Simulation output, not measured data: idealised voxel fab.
process module | voxel wiring stack
cross-section cut | 265 nm wide | cells 5 nm
A cross-section is a grid of square cells, given in bands from the top down. A band is one or more rows of cells.
Each band's line starts with the height of the band's top and of its bottom, in nm. Then come its materials from left to right, each with its width in nm. One material with "throughout" fills the band from edge to edge. "air" is empty space.
Height 0 is the level under which the wafer as received is all one material. The lowest band goes on downwards, as in "0 down".
A width such as "30 to 40" changes by the same amount from each row of cells to the next, from the band's top row to its bottom row.
"no change" after a step means that no cell of the cross-section changed.
closed voids: empty space of 8 cells or more with no open way to the top, each as width x height at its distance from the left edge, in nm
after a step's settings: what the simulator itself notes on the step
overlay nm, on a step with a mask: how far to the right of its planned place the mask lay; to the left if negative
plan
1 op RECEIVE | material Si
2 op CONFORMAL_DEP | material SiO2 | thk nm 15
3 op CONFORMAL_DEP | material SiN | thk nm 5
4 op DIRECTIONAL_DEP | material SiO2 | thk nm 15
5 op PATTERN | tone open | mask id METAL_1 | material resist | width nm 20 | pitch nm 40 | thk nm 20 | overlay nm 0
6 op DIRECTIONAL_ETCH | etch materials SiO2 | depth nm 15
7 op DIRECTIONAL_ETCH | etch materials SiN | depth nm 5
8 op STRIP | etch materials resist
9 op CONFORMAL_DEP | material TiN | thk nm 5
10 op FILL_DEP | material Ru | thk nm 10
11 op CMP | height nm 35
12 op EPI | material Ru | thk nm 5
13 op FILL_DEP | material SiCN | thk nm 5
14 op DIRECTIONAL_DEP | material SiO2 | thk nm 20
15 op PATTERN | tone open | mask id PLUG_1 | material resist | width nm 15 | pitch nm 40 | thk nm 20 | overlay nm 0
16 op DIRECTIONAL_ETCH | etch materials SiO2 | depth nm 20
17 op DIRECTIONAL_ETCH | etch materials SiCN | depth nm 5
18 op STRIP | etch materials resist
19 op CONFORMAL_DEP | material TiN | thk nm 5
20 op FILL_DEP | material W | thk nm 10
21 op CMP | height nm 65
22 op DIRECTIONAL_DEP | material TiN | thk nm 5
23 op DIRECTIONAL_DEP | material W | thk nm 20
24 op MASKED_ETCH | tone cover | mask id METAL_2 | width nm 20 | pitch nm 40 | etch materials W | depth nm 20 | overlay nm 0
25 op MASKED_ETCH | tone cover | mask id METAL_2 | width nm 20 | pitch nm 40 | etch materials TiN | depth nm 5 | overlay nm 0
26 op CONFORMAL_DEP | material SiN | thk nm 5
27 op FILL_DEP | material SiO2 | thk nm 5
28 op CMP | height nm 90
29 op CONFORMAL_DEP | material SiCN | thk nm 5
30 op DIRECTIONAL_DEP | material SiO2 | thk nm 30
31 op PATTERN | tone open | mask id METAL_3 | material resist | width nm 15 | pitch nm 40 | thk nm 15 | overlay nm 0
32 op DIRECTIONAL_ETCH | etch materials SiO2 | depth nm 15
33 op STRIP | etch materials resist
34 op PATTERN | tone open | mask id METAL_3_HOLES | material resist | width nm 15 | pitch nm 40 | thk nm 15 | overlay nm 0
35 op DIRECTIONAL_ETCH | etch materials SiO2 | depth nm 15
36 op DIRECTIONAL_ETCH | etch materials SiCN | depth nm 5
37 op STRIP | etch materials resist
38 op CONFORMAL_DEP | material TiN | thk nm 5
39 op FILL_DEP | material Cu | thk nm 5
40 op CMP | height nm 125
41 op CONFORMAL_DEP | material SiN | thk nm 5
varied across the wafers: width nm of step 31. The plan shows the first wafer's value. All wafers start alike
first wafer as received, after step 1
  0 down: Si throughout
  closed voids: none
each wafer at the end: cells of each material gained (+) or lost (-) since it was received, then its closed voids
width nm 15 | +8 Cu | +24 Ru | +137 SiCN | +159 SiN | +928 SiO2 | +82 TiN | +40 W | closed voids: none
width nm 20 | +16 Cu | +24 Ru | +135 SiCN | +159 SiN | +922 SiO2 | +82 TiN | +40 W | closed voids: none
width nm 25 | +20 Cu | +24 Ru | +135 SiCN | +159 SiN | +916 SiO2 | +84 TiN | +40 W | closed voids: none
